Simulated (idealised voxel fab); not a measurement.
The following process module bears the name voxel wiring stack.
The cross-section on display is named cut; it measures 235 nm wide, and its cells are 5 nm squares.
Heads up, the way a cross-section reads in here is a grid of square cells, handed over as bands from the top down, with every band being one or more rows of cells.
Band entry format. Leading values: height of top, height of bottom, nm. Remainder: materials in left-to-right order, each with its width in nm. Special words: "all across" on a single material, which then fills the band edge to edge; "empty", empty space.
The level at which height equals 0 is the one under which the wafer, as it arrives, is entirely one material. No lower edge exists for the bottom band, which continues downward and is notated as in "0 nm and below".
The width entry "30->40" should be interpreted row by row: the top row of cells in the band takes the first number, the bottom row takes the second number, and the change between adjacent rows is uniform throughout.
For the purposes of this document, the phrase "nothing was modified" attached to a step denotes that no cell within the cross-section was modified by that step.
The label "Enclosed void entries" introduces a list of the empty spaces, 8 cells or larger, that have no open way up to the top; each entry in it reads width x height at distance, where the distance is taken from the left edge and all three are stated in nm.
That trailing text on a step's line, after the settings, is the simulator's own remark on the step.
What "overlay nm" on a step's line means: if the step has a mask, that mask lay this far to the right of its planned place, or, when the value is negative, to the left.
### Process steps (planned)
1,RECEIVE | material Si
2,CONFORMAL_DEP | material SiO2 | thk nm 15
3,DIRECTIONAL_DEP | material TiN | thk nm 5
4,DIRECTIONAL_DEP | material W | thk nm 25
5,DIRECTIONAL_DEP | material aC | thk nm 15
6,PATTERN | tone cover | mask id METAL_1 | material resist | width nm 25 | pitch nm 45 | thk nm 35 | overlay nm 0
7,DIRECTIONAL_ETCH | etch materials aC | depth nm 15
8,STRIP | etch materials resist
9,DIRECTIONAL_ETCH | etch materials W | depth nm 25
10,DIRECTIONAL_ETCH | etch materials TiN | depth nm 5
11,STRIP | etch materials aC
12,CONFORMAL_DEP | material SiCN | thk nm 5
13,FILL_DEP | material lowk | thk nm 10
14,CMP | height nm 45
15,CONFORMAL_DEP | material SiCN | thk nm 5
16,DIRECTIONAL_DEP | material SiO2 | thk nm 30
17,DIRECTIONAL_DEP | material aC | thk nm 15
18,PATTERN | tone open | mask id METAL_2 | material resist | width nm 25 | pitch nm 45 | thk nm 35 | overlay nm 0
19,DIRECTIONAL_ETCH | etch materials aC | depth nm 15
20,STRIP | etch materials resist
21,DIRECTIONAL_ETCH | etch materials SiO2 | depth nm 15
22,STRIP | etch materials aC
23,MASKED_ETCH | tone open | mask id METAL_2_HOLES | width nm 15 | pitch nm 45 | etch materials SiO2 | depth nm 15 | overlay nm 0
24,MASKED_ETCH | tone open | mask id METAL_2_HOLES | width nm 15 | pitch nm 45 | etch materials SiCN | depth nm 5 | overlay nm 0
25,CONFORMAL_DEP | material TiN | thk nm 5
26,FILL_DEP | material Cu | thk nm 10
27,CMP | height nm 80
28,CONFORMAL_DEP | material SiCN | thk nm 5
29,DIRECTIONAL_DEP | material SiO2 | thk nm 25
30,PATTERN | tone open | mask id METAL_3 | material resist | width nm 25 | pitch nm 45 | thk nm 15 | overlay nm 0
31,DIRECTIONAL_ETCH | etch materials SiO2 | depth nm 15
32,STRIP | etch materials resist
33,MASKED_ETCH | tone open | mask id METAL_3_HOLES | width nm 15 | pitch nm 90 | etch materials SiO2 | depth nm 10 | overlay nm 0
34,MASKED_ETCH | tone open | mask id METAL_3_HOLES | width nm 15 | pitch nm 90 | etch materials SiCN | depth nm 5 | overlay nm 0
35,CONFORMAL_DEP | material TiN | thk nm 5
36,FILL_DEP | material Cu | thk nm 10
37,CMP | height nm 110
38,CONFORMAL_DEP | material SiCN | thk nm 5
### The cross-section here shows the wafer as received, i.e. in its state after step 1
	0 nm and below | Si all across
	Enclosed void entries: none
### The first of the two wafers as seen in cross-section once the module was finished; processing followed the plan
	115 nm to 110 nm | SiCN all across
	110 nm to 100 nm | SiO2: 60  TiN: 5  Cu: 15  TiN: 5  SiO2: 20  TiN: 5  Cu: 15  TiN: 5  SiO2: 20  TiN: 5  Cu: 15  TiN: 5  SiO2: 60
	100 nm to 95 nm | SiO2: 60  TiN: 5  Cu: 5  TiN: 15  SiO2: 20  TiN: 25  SiO2: 20  TiN: 5  Cu: 5  TiN: 15  SiO2: 60
	95 nm to 85 nm | SiO2: 60  TiN: 5  Cu: 5  TiN: 5  SiO2: 75  TiN: 5  Cu: 5  TiN: 5  SiO2: 70
	85 nm to 80 nm | SiCN: 60  TiN: 15  SiCN: 75  TiN: 15  SiCN: 70
	80 nm to 70 nm | SiO2: 60  TiN: 5  Cu: 15  TiN: 5  SiO2: 20  TiN: 5  Cu: 15  TiN: 5  SiO2: 20  TiN: 5  Cu: 15  TiN: 5  SiO2: 60
	70 nm to 65 nm | SiO2: 60  TiN: 5  Cu: 5  TiN: 15  SiO2: 20  TiN: 5  Cu: 5  TiN: 15  SiO2: 20  TiN: 5  Cu: 5  TiN: 15  SiO2: 60
	65 nm to 50 nm | SiO2: 60  TiN: 5  Cu: 5  TiN: 5  SiO2: 30  TiN: 5  Cu: 5  TiN: 5  SiO2: 30  TiN: 5  Cu: 5  TiN: 5  SiO2: 70
	50 nm to 45 nm | SiCN: 60  TiN: 15  SiCN: 30  TiN: 15  SiCN: 30  TiN: 15  SiCN: 70
	45 nm to 20 nm | lowk: 55  SiCN: 5  W: 25  SiCN: 5  lowk: 10  SiCN: 5  W: 25  SiCN: 5  lowk: 10  SiCN: 5  W: 25  SiCN: 5  lowk: 55
	20 nm to 15 nm | SiCN: 60  TiN: 25  SiCN: 20  TiN: 25  SiCN: 20  TiN: 25  SiCN: 60
	15 nm to 0 nm | SiO2 all across
	0 nm and below | Si all across
	Enclosed void entries: none
### Cross-sectional view: second of two wafers, end of module; start and plan identical to the first, one mistake in running
	115 nm to 110 nm | SiCN all across
	110 nm to 100 nm | SiO2: 60  TiN: 5  Cu: 15  TiN: 5  SiO2: 20  TiN: 5  Cu: 15  TiN: 5  SiO2: 20  TiN: 5  Cu: 15  TiN: 5  SiO2: 60
	100 nm to 95 nm | SiO2: 60  TiN: 5  Cu: 5  TiN: 15  SiO2: 20  TiN: 25  SiO2: 20  TiN: 5  Cu: 5  TiN: 15  SiO2: 60
	95 nm to 85 nm | SiO2: 60  TiN: 5  Cu: 5  TiN: 5  SiO2: 75  TiN: 5  Cu: 5  TiN: 5  SiO2: 70
	85 nm to 80 nm | SiCN: 60  TiN: 15  SiCN: 75  TiN: 15  SiCN: 70
	80 nm to 75 nm | SiCN: 60  TiN: 15  SiCN: 30  TiN: 15  SiCN: 30  TiN: 15  SiCN: 70
	75 nm to 45 nm | SiO2 all across
	45 nm to 20 nm | lowk: 55  SiCN: 5  W: 25  SiCN: 5  lowk: 10  SiCN: 5  W: 25  SiCN: 5  lowk: 10  SiCN: 5  W: 25  SiCN: 5  lowk: 55
	20 nm to 15 nm | SiCN: 60  TiN: 25  SiCN: 20  TiN: 25  SiCN: 20  TiN: 25  SiCN: 60
	15 nm to 0 nm | SiO2 all across
	0 nm and below | Si all across
	Enclosed void entries: none
Run error: steps 15 and 16 run out of order (swapped)
Once processing is complete, comparing cell counts shows that the second wafer has more or fewer of certain materials than the first: 30 fewer of Cu | 72 more of SiO2 | 42 fewer of TiN
